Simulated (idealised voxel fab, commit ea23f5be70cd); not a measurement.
process module | voxel transistor to metal
cross-section cut | 185 nm wide | cells 5 nm
A cross-section is a grid of square cells, given in bands from the top down. A band is one or more rows of cells.
Each band's line starts with the height of the band's top and of its bottom, in nm. Then come its materials from left to right, each with its width in nm. One material with "throughout" fills the band from edge to edge. "air" is empty space.
Height 0 is the level under which the wafer as received is all one material. The lowest band goes on downwards, as in "0 down".
A width such as "30 to 40" changes by the same amount from each row of cells to the next, from the band's top row to its bottom row.
"no change" after a step means that no cell of the cross-section changed.
closed voids: empty space of 8 cells or more with no open way to the top, each as width x height at its distance from the left edge, in nm
after a step's settings: what the simulator itself notes on the step
overlay nm, on a step with a mask: how far to the right of its planned place the mask lay; to the left if negative
plan
1 op RECEIVE | material Si
2 op OXIDIZE | depth nm 5
3 op CONFORMAL_DEP | material SiN | thk nm 15
4 op DIRECTIONAL_DEP | material aC | thk nm 10
5 op PATTERN | tone cover | mask id ACTIVE | material resist | width nm 105 | thk nm 30 | overlay nm 0
6 op DIRECTIONAL_ETCH | etch materials aC | depth nm 10
7 op STRIP | etch materials resist
8 op DIRECTIONAL_ETCH | etch materials SiN | depth nm 15
9 op DIRECTIONAL_ETCH | etch materials SiO2 | depth nm 5
10 op DIRECTIONAL_ETCH | etch materials Si | depth nm 35
11 op STRIP | etch materials aC
12 op FILL_DEP | material SiO2 | thk nm 10
13 op CMP | height nm 15
14 op SELECTIVE_ETCH | etch materials SiO2 | depth nm 10
15 op STRIP | etch materials SiN
16 op SELECTIVE_ETCH | etch materials SiO2 | depth nm 5
17 op OXIDIZE | depth nm 5
18 op DIRECTIONAL_DEP | material polySi | thk nm 20
19 op DIRECTIONAL_DEP | material SiCN | thk nm 10
20 op MASKED_ETCH | tone cover | mask id GATE | width nm 25 | etch materials SiCN | depth nm 20 | overlay nm 0
21 op MASKED_ETCH | tone cover | mask id GATE | width nm 25 | etch materials polySi | depth nm 30 | overlay nm 0
22 op CONFORMAL_DEP | material SiN | thk nm 5
23 op DIRECTIONAL_ETCH | etch materials SiN | depth nm 5
24 op DIRECTIONAL_ETCH | etch materials SiO2 | depth nm 5
25 op DIRECTIONAL_ETCH | etch materials Si | depth nm 10
26 op EPI | material pSi | thk nm 10
27 op FILL_DEP | material SiO2 | thk nm 10
28 op CMP | height nm 25
29 op DIRECTIONAL_DEP | material SiO2 | thk nm 10
30 op PATTERN | tone open | mask id CONTACT | material resist | width nm 30 | pitch nm 65 | thk nm 15 | overlay nm 0
31 op DIRECTIONAL_ETCH | etch materials SiO2 | depth nm 45
32 op STRIP | etch materials resist
33 op CONFORMAL_DEP | material TiN | thk nm 5
34 op FILL_DEP | material Ru | thk nm 10
35 op CMP | height nm 35
36 op DIRECTIONAL_DEP | material TiN | thk nm 5
37 op DIRECTIONAL_DEP | material W | thk nm 20
38 op DIRECTIONAL_DEP | material aC | thk nm 15
39 op PATTERN | tone cover | mask id METAL_1 | material resist | width nm 15 | pitch nm 80 | thk nm 35 | overlay nm 0
40 op DIRECTIONAL_ETCH | etch materials aC | depth nm 15
41 op STRIP | etch materials resist
42 op DIRECTIONAL_ETCH | etch materials W | depth nm 20
43 op DIRECTIONAL_ETCH | etch materials TiN | depth nm 5
44 op STRIP | etch materials aC
45 op FILL_DEP | material SiO2 | thk nm 10
46 op CMP | height nm 60
47 op CONFORMAL_DEP | material SiCN | thk nm 5
48 op DIRECTIONAL_DEP | material lowk | thk nm 30
49 op DIRECTIONAL_DEP | material aC | thk nm 10
50 op PATTERN | tone open | mask id METAL_2 | material resist | width nm 15 | pitch nm 80 | thk nm 25 | overlay nm 0
51 op DIRECTIONAL_ETCH | etch materials aC | depth nm 10
52 op STRIP | etch materials resist
53 op DIRECTIONAL_ETCH | etch materials lowk | depth nm 15
54 op STRIP | etch materials aC
55 op DIRECTIONAL_DEP | material aC | thk nm 10
56 op PATTERN | tone open | mask id METAL_2_HOLES | material resist | width nm 15 | pitch nm 80 | thk nm 25 | overlay nm 0
57 op DIRECTIONAL_ETCH | etch materials aC | depth nm 10
58 op STRIP | etch materials resist
59 op DIRECTIONAL_ETCH | etch materials lowk | depth nm 15
60 op DIRECTIONAL_ETCH | etch materials SiCN | depth nm 5
61 op STRIP | etch materials aC
62 op CONFORMAL_DEP | material TiN | thk nm 5
63 op FILL_DEP | material Cu | thk nm 10
64 op CMP | height nm 95
65 op CONFORMAL_DEP | material SiCN | thk nm 5
first wafer, as planned
as received, after step 1
  0 down: Si throughout
  closed voids: none
after step 2
  0 to -5: SiO2 throughout
  below -5: unchanged
after step 3
  15 to 0: SiN throughout
  below 0: unchanged
after step 4
  25 to 15: aC throughout
  below 15: unchanged
after step 5
  55 to 25: air 40 | resist 105 | air 40
  below 25: unchanged
after step 6
  45 to 25: air 40 | resist 105 | air 40
  25 to 15: air 40 | aC 105 | air 40
  below 15: unchanged
after step 7
  25 to 15: air 40 | aC 105 | air 40
  below 15: unchanged
after step 8
  25 to 15: air 40 | aC 105 | air 40
  15 to 0: air 40 | SiN 105 | air 40
  below 0: unchanged
after step 9
  25 to 15: air 40 | aC 105 | air 40
  15 to 0: air 40 | SiN 105 | air 40
  0 to -5: air 40 | SiO2 105 | air 40
  below -5: unchanged
after step 10
  25 to 15: air 40 | aC 105 | air 40
  15 to 0: air 40 | SiN 105 | air 40
  0 to -5: air 40 | SiO2 105 | air 40
  -5 to -40: air 40 | Si 105 | air 40
  below -40: unchanged
after step 11
  15 to 0: air 40 | SiN 105 | air 40
  below 0: unchanged
after step 12
  25 to 15: SiO2 throughout
  15 to 0: SiO2 40 | SiN 105 | SiO2 40
  0 to -5: SiO2 throughout
  -5 to -40: SiO2 40 | Si 105 | SiO2 40
  below -40: unchanged
after step 13
  15 to 0: SiO2 40 | SiN 105 | SiO2 40
  below 0: unchanged
after step 14
  15 to 5: air 40 | SiN 105 | air 40
  below 5: unchanged
after step 15
  5 to 0: SiO2 40 | air 105 | SiO2 40
  below 0: unchanged
after step 16
  0 to -5: SiO2 35 | air 115 | SiO2 35
  below -5: unchanged
after step 17
  0 to -5: SiO2 35 | air 115 | SiO2 35
  -5 to -10: SiO2 throughout
  below -10: unchanged
after step 18
  20 to 15: polySi 35 | air 115 | polySi 35
  15 to 0: polySi throughout
  0 to -5: SiO2 35 | polySi 115 | SiO2 35
  below -5: unchanged
after step 19
  30 to 25: SiCN 35 | air 115 | SiCN 35
  25 to 20: SiCN throughout
  20 to 15: polySi 35 | SiCN 115 | polySi 35
  below 15: unchanged
after step 20
  25 to 20: air 80 | SiCN 25 | air 80
  20 to 15: polySi 35 | air 45 | SiCN 25 | air 45 | polySi 35
  below 15: unchanged
after step 21
  25 to 15: air 80 | SiCN 25 | air 80
  15 to 0: air 80 | polySi 25 | air 80
  0 to -5: SiO2 35 | air 45 | polySi 25 | air 45 | SiO2 35
  below -5: unchanged
after step 22
  30 to 25: air 75 | SiN 35 | air 75
  25 to 15: air 75 | SiN 5 | SiCN 25 | SiN 5 | air 75
  15 to 5: air 75 | SiN 5 | polySi 25 | SiN 5 | air 75
  5 to 0: SiN 40 | air 35 | SiN 5 | polySi 25 | SiN 5 | air 35 | SiN 40
  0 to -5: SiO2 35 | SiN 45 | polySi 25 | SiN 45 | SiO2 35
  below -5: unchanged
after step 23
  25 to 15: air 75 | SiN 5 | SiCN 25 | SiN 5 | air 75
  15 to 0: air 75 | SiN 5 | polySi 25 | SiN 5 | air 75
  0 to -5: SiO2 35 | SiN 5 | air 35 | SiN 5 | polySi 25 | SiN 5 | air 35 | SiN 5 | SiO2 35
  below -5: unchanged
after step 24
  25 to 15: air 75 | SiN 5 | SiCN 25 | SiN 5 | air 75
  15 to 0: air 75 | SiN 5 | polySi 25 | SiN 5 | air 75
  0 to -5: air 35 | SiN 5 | air 35 | SiN 5 | polySi 25 | SiN 5 | air 35 | SiN 5 | air 35
  -5 to -10: SiO2 40 | air 35 | SiO2 35 | air 35 | SiO2 40
  below -10: unchanged
after step 25
  25 to 15: air 75 | SiN 5 | SiCN 25 | SiN 5 | air 75
  15 to 0: air 75 | SiN 5 | polySi 25 | SiN 5 | air 75
  0 to -5: air 35 | SiN 5 | air 35 | SiN 5 | polySi 25 | SiN 5 | air 35 | SiN 5 | air 35
  -5 to -10: SiO2 40 | air 35 | SiO2 35 | air 35 | SiO2 40
  -10 to -20: SiO2 40 | air 35 | Si 35 | air 35 | SiO2 40
  below -20: unchanged
after step 26
  25 to 15: air 75 | SiN 5 | SiCN 25 | SiN 5 | air 75
  15 to 0: air 75 | SiN 5 | polySi 25 | SiN 5 | air 75
  0 to -5: air 35 | SiN 5 | air 25 | pSi 10 | SiN 5 | polySi 25 | SiN 5 | pSi 10 | air 25 | SiN 5 | air 35
  -5 to -10: SiO2 40 | air 25 | pSi 10 | SiO2 35 | pSi 10 | air 25 | SiO2 40
  -10 to -20: SiO2 40 | pSi 35 | Si 35 | pSi 35 | SiO2 40
  below -20: unchanged
after step 27
  35 to 25: SiO2 throughout
  25 to 15: SiO2 75 | SiN 5 | SiCN 25 | SiN 5 | SiO2 75
  15 to 0: SiO2 75 | SiN 5 | polySi 25 | SiN 5 | SiO2 75
  0 to -5: SiO2 35 | SiN 5 | SiO2 25 | pSi 10 | SiN 5 | polySi 25 | SiN 5 | pSi 10 | SiO2 25 | SiN 5 | SiO2 35
  -5 to -10: SiO2 65 | pSi 10 | SiO2 35 | pSi 10 | SiO2 65
  below -10: unchanged
after step 28
  25 to 15: SiO2 75 | SiN 5 | SiCN 25 | SiN 5 | SiO2 75
  below 15: unchanged
after step 29
  35 to 25: SiO2 throughout
  below 25: unchanged
after step 30
  50 to 35: resist 45 | air 30 | resist 35 | air 30 | resist 45
  below 35: unchanged
after step 31
  50 to 35: resist 45 | air 30 | resist 35 | air 30 | resist 45
  35 to 25: SiO2 45 | air 30 | SiO2 35 | air 30 | SiO2 45
  25 to 15: SiO2 45 | air 30 | SiN 5 | SiCN 25 | SiN 5 | air 30 | SiO2 45
  15 to 0: SiO2 45 | air 30 | SiN 5 | polySi 25 | SiN 5 | air 30 | SiO2 45
  0 to -5: SiO2 35 | SiN 5 | SiO2 5 | air 20 | pSi 10 | SiN 5 | polySi 25 | SiN 5 | pSi 10 | air 20 | SiO2 5 | SiN 5 | SiO2 35
  -5 to -10: SiO2 45 | air 20 | pSi 10 | SiO2 35 | pSi 10 | air 20 | SiO2 45
  below -10: unchanged
after step 32
  35 to 25: SiO2 45 | air 30 | SiO2 35 | air 30 | SiO2 45
  below 25: unchanged
after step 33
  40 to 35: TiN 50 | air 20 | TiN 45 | air 20 | TiN 50
  35 to 25: SiO2 45 | TiN 5 | air 20 | TiN 5 | SiO2 35 | TiN 5 | air 20 | TiN 5 | SiO2 45
  25 to 15: SiO2 45 | TiN 5 | air 20 | TiN 5 | SiN 5 | SiCN 25 | SiN 5 | TiN 5 | air 20 | TiN 5 | SiO2 45
  15 to 5: SiO2 45 | TiN 5 | air 20 | TiN 5 | SiN 5 | polySi 25 | SiN 5 | TiN 5 | air 20 | TiN 5 | SiO2 45
  5 to 0: SiO2 45 | TiN 5 | air 10 | TiN 15 | SiN 5 | polySi 25 | SiN 5 | TiN 15 | air 10 | TiN 5 | SiO2 45
  0 to -5: SiO2 35 | SiN 5 | SiO2 5 | TiN 5 | air 10 | TiN 5 | pSi 10 | SiN 5 | polySi 25 | SiN 5 | pSi 10 | TiN 5 | air 10 | TiN 5 | SiO2 5 | SiN 5 | SiO2 35
  -5 to -10: SiO2 45 | TiN 20 | pSi 10 | SiO2 35 | pSi 10 | TiN 20 | SiO2 45
  below -10: unchanged
after step 34
  50 to 40: Ru throughout
  40 to 35: TiN 50 | Ru 20 | TiN 45 | Ru 20 | TiN 50
  35 to 25: SiO2 45 | TiN 5 | Ru 20 | TiN 5 | SiO2 35 | TiN 5 | Ru 20 | TiN 5 | SiO2 45
  25 to 15: SiO2 45 | TiN 5 | Ru 20 | TiN 5 | SiN 5 | SiCN 25 | SiN 5 | TiN 5 | Ru 20 | TiN 5 | SiO2 45
  15 to 5: SiO2 45 | TiN 5 | Ru 20 | TiN 5 | SiN 5 | polySi 25 | SiN 5 | TiN 5 | Ru 20 | TiN 5 | SiO2 45
  5 to 0: SiO2 45 | TiN 5 | Ru 10 | TiN 15 | SiN 5 | polySi 25 | SiN 5 | TiN 15 | Ru 10 | TiN 5 | SiO2 45
  0 to -5: SiO2 35 | SiN 5 | SiO2 5 | TiN 5 | Ru 10 | TiN 5 | pSi 10 | SiN 5 | polySi 25 | SiN 5 | pSi 10 | TiN 5 | Ru 10 | TiN 5 | SiO2 5 | SiN 5 | SiO2 35
  below -5: unchanged
after step 35
  35 to 25: SiO2 45 | TiN 5 | Ru 20 | TiN 5 | SiO2 35 | TiN 5 | Ru 20 | TiN 5 | SiO2 45
  below 25: unchanged
after step 36
  40 to 35: TiN throughout
  below 35: unchanged
after step 37
  60 to 40: W throughout
  below 40: unchanged
after step 38
  75 to 60: aC throughout
  below 60: unchanged
after step 39
  110 to 75: air 45 | resist 15 | air 65 | resist 15 | air 45
  below 75: unchanged
after step 40
  95 to 75: air 45 | resist 15 | air 65 | resist 15 | air 45
  75 to 60: air 45 | aC 15 | air 65 | aC 15 | air 45
  below 60: unchanged
after step 41
  75 to 60: air 45 | aC 15 | air 65 | aC 15 | air 45
  below 60: unchanged
after step 42
  75 to 60: air 45 | aC 15 | air 65 | aC 15 | air 45
  60 to 40: air 45 | W 15 | air 65 | W 15 | air 45
  below 40: unchanged
after step 43
  75 to 60: air 45 | aC 15 | air 65 | aC 15 | air 45
  60 to 40: air 45 | W 15 | air 65 | W 15 | air 45
  40 to 35: air 45 | TiN 15 | air 65 | TiN 15 | air 45
  below 35: unchanged
after step 44
  60 to 40: air 45 | W 15 | air 65 | W 15 | air 45
  below 40: unchanged
after step 45
  70 to 60: SiO2 throughout
  60 to 40: SiO2 45 | W 15 | SiO2 65 | W 15 | SiO2 45
  40 to 35: SiO2 45 | TiN 15 | SiO2 65 | TiN 15 | SiO2 45
  below 35: unchanged
after step 46
  60 to 40: SiO2 45 | W 15 | SiO2 65 | W 15 | SiO2 45
  below 40: unchanged
after step 47
  65 to 60: SiCN throughout
  below 60: unchanged
after step 48
  95 to 65: lowk throughout
  below 65: unchanged
after step 49
  105 to 95: aC throughout
  below 95: unchanged
after step 50
  130 to 105: resist 45 | air 15 | resist 65 | air 15 | resist 45
  below 105: unchanged
after step 51
  120 to 105: resist 45 | air 15 | resist 65 | air 15 | resist 45
  105 to 95: aC 45 | air 15 | aC 65 | air 15 | aC 45
  below 95: unchanged
after step 52
  105 to 95: aC 45 | air 15 | aC 65 | air 15 | aC 45
  below 95: unchanged
after step 53
  105 to 95: aC 45 | air 15 | aC 65 | air 15 | aC 45
  95 to 80: lowk 45 | air 15 | lowk 65 | air 15 | lowk 45
  below 80: unchanged
after step 54
  95 to 80: lowk 45 | air 15 | lowk 65 | air 15 | lowk 45
  below 80: unchanged
after step 55
  105 to 95: aC 45 | air 15 | aC 65 | air 15 | aC 45
  95 to 90: lowk 45 | air 15 | lowk 65 | air 15 | lowk 45
  90 to 80: lowk 45 | aC 15 | lowk 65 | aC 15 | lowk 45
  below 80: unchanged
after step 56
  130 to 105: resist 45 | air 15 | resist 65 | air 15 | resist 45
  below 105: unchanged
after step 57
  120 to 105: resist 45 | air 15 | resist 65 | air 15 | resist 45
  105 to 95: aC 45 | air 15 | aC 65 | air 15 | aC 45
  95 to 80: lowk 45 | air 15 | lowk 65 | air 15 | lowk 45
  below 80: unchanged
after step 58
  105 to 95: aC 45 | air 15 | aC 65 | air 15 | aC 45
  below 95: unchanged
after step 59
  105 to 95: aC 45 | air 15 | aC 65 | air 15 | aC 45
  95 to 65: lowk 45 | air 15 | lowk 65 | air 15 | lowk 45
  below 65: unchanged
after step 60
  105 to 95: aC 45 | air 15 | aC 65 | air 15 | aC 45
  95 to 65: lowk 45 | air 15 | lowk 65 | air 15 | lowk 45
  65 to 60: SiCN 45 | air 15 | SiCN 65 | air 15 | SiCN 45
  below 60: unchanged
after step 61
  95 to 65: lowk 45 | air 15 | lowk 65 | air 15 | lowk 45
  below 65: unchanged
after step 62
  100 to 95: TiN 50 | air 5 | TiN 75 | air 5 | TiN 50
  95 to 65: lowk 45 | TiN 5 | air 5 | TiN 5 | lowk 65 | TiN 5 | air 5 | TiN 5 | lowk 45
  65 to 60: SiCN 45 | TiN 15 | SiCN 65 | TiN 15 | SiCN 45
  below 60: unchanged
after step 63
  110 to 100: Cu throughout
  100 to 95: TiN 50 | Cu 5 | TiN 75 | Cu 5 | TiN 50
  95 to 65: lowk 45 | TiN 5 | Cu 5 | TiN 5 | lowk 65 | TiN 5 | Cu 5 | TiN 5 | lowk 45
  below 65: unchanged
after step 64
  95 to 65: lowk 45 | TiN 5 | Cu 5 | TiN 5 | lowk 65 | TiN 5 | Cu 5 | TiN 5 | lowk 45
  below 65: unchanged
after step 65
  100 to 95: SiCN throughout
  below 95: unchanged
second wafer: like start, like plan, one mistake. Through step 38 it matches the first wafer
when step 39 should have ended
  110 to 75: air 40 | resist 15 | air 65 | resist 15 | air 50
  below 75: unchanged
when step 40 should have ended
  95 to 75: air 40 | resist 15 | air 65 | resist 15 | air 50
  75 to 60: air 40 | aC 15 | air 65 | aC 15 | air 50
  below 60: unchanged
when step 41 should have ended
  75 to 60: air 40 | aC 15 | air 65 | aC 15 | air 50
  below 60: unchanged
when step 42 should have ended
  75 to 60: air 40 | aC 15 | air 65 | aC 15 | air 50
  60 to 40: air 40 | W 15 | air 65 | W 15 | air 50
  below 40: unchanged
when step 43 should have ended
  75 to 60: air 40 | aC 15 | air 65 | aC 15 | air 50
  60 to 40: air 40 | W 15 | air 65 | W 15 | air 50
  40 to 35: air 40 | TiN 15 | air 65 | TiN 15 | air 50
  below 35: unchanged
when step 44 should have ended
  60 to 40: air 40 | W 15 | air 65 | W 15 | air 50
  below 40: unchanged
when step 45 should have ended
  70 to 60: SiO2 throughout
  60 to 40: SiO2 40 | W 15 | SiO2 65 | W 15 | SiO2 50
  40 to 35: SiO2 40 | TiN 15 | SiO2 65 | TiN 15 | SiO2 50
  below 35: unchanged
when step 46 should have ended
  60 to 40: SiO2 40 | W 15 | SiO2 65 | W 15 | SiO2 50
  below 40: unchanged
when step 47 should have ended
  65 to 60: SiCN throughout
  below 60: unchanged
when step 48 should have ended
  95 to 65: lowk throughout
  below 65: unchanged
when step 49 should have ended
  105 to 95: aC throughout
  below 95: unchanged
when step 50 should have ended
  130 to 105: resist 45 | air 15 | resist 65 | air 15 | resist 45
  below 105: unchanged
when step 51 should have ended
  120 to 105: resist 45 | air 15 | resist 65 | air 15 | resist 45
  105 to 95: aC 45 | air 15 | aC 65 | air 15 | aC 45
  below 95: unchanged
when step 52 should have ended
  105 to 95: aC 45 | air 15 | aC 65 | air 15 | aC 45
  below 95: unchanged
when step 53 should have ended
  105 to 95: aC 45 | air 15 | aC 65 | air 15 | aC 45
  95 to 80: lowk 45 | air 15 | lowk 65 | air 15 | lowk 45
  below 80: unchanged
when step 54 should have ended
  95 to 80: lowk 45 | air 15 | lowk 65 | air 15 | lowk 45
  below 80: unchanged
when step 55 should have ended
  105 to 95: aC 45 | air 15 | aC 65 | air 15 | aC 45
  95 to 90: lowk 45 | air 15 | lowk 65 | air 15 | lowk 45
  90 to 80: lowk 45 | aC 15 | lowk 65 | aC 15 | lowk 45
  below 80: unchanged
when step 56 should have ended
  130 to 105: resist 45 | air 15 | resist 65 | air 15 | resist 45
  below 105: unchanged
when step 57 should have ended
  120 to 105: resist 45 | air 15 | resist 65 | air 15 | resist 45
  105 to 95: aC 45 | air 15 | aC 65 | air 15 | aC 45
  95 to 80: lowk 45 | air 15 | lowk 65 | air 15 | lowk 45
  below 80: unchanged
when step 58 should have ended
  105 to 95: aC 45 | air 15 | aC 65 | air 15 | aC 45
  below 95: unchanged
when step 59 should have ended
  105 to 95: aC 45 | air 15 | aC 65 | air 15 | aC 45
  95 to 65: lowk 45 | air 15 | lowk 65 | air 15 | lowk 45
  below 65: unchanged
when step 60 should have ended
  105 to 95: aC 45 | air 15 | aC 65 | air 15 | aC 45
  95 to 65: lowk 45 | air 15 | lowk 65 | air 15 | lowk 45
  65 to 60: SiCN 45 | air 15 | SiCN 65 | air 15 | SiCN 45
  below 60: unchanged
when step 61 should have ended
  95 to 65: lowk 45 | air 15 | lowk 65 | air 15 | lowk 45
  below 65: unchanged
when step 62 should have ended
  100 to 95: TiN 50 | air 5 | TiN 75 | air 5 | TiN 50
  95 to 65: lowk 45 | TiN 5 | air 5 | TiN 5 | lowk 65 | TiN 5 | air 5 | TiN 5 | lowk 45
  65 to 60: SiCN 45 | TiN 15 | SiCN 65 | TiN 15 | SiCN 45
  below 60: unchanged
when step 63 should have ended
  110 to 100: Cu throughout
  100 to 95: TiN 50 | Cu 5 | TiN 75 | Cu 5 | TiN 50
  95 to 65: lowk 45 | TiN 5 | Cu 5 | TiN 5 | lowk 65 | TiN 5 | Cu 5 | TiN 5 | lowk 45
  below 65: unchanged
when step 64 should have ended
  95 to 65: lowk 45 | TiN 5 | Cu 5 | TiN 5 | lowk 65 | TiN 5 | Cu 5 | TiN 5 | lowk 45
  below 65: unchanged
when step 65 should have ended
  100 to 95: SiCN throughout
  below 95: unchanged
what went wrong: step 39 ran as: op PATTERN | tone cover | mask id METAL_1 | material resist | width nm 15 | pitch nm 80 | thk nm 35 | overlay nm -5
at the end the second wafer has, in cells: as many of each material as the first, in other places
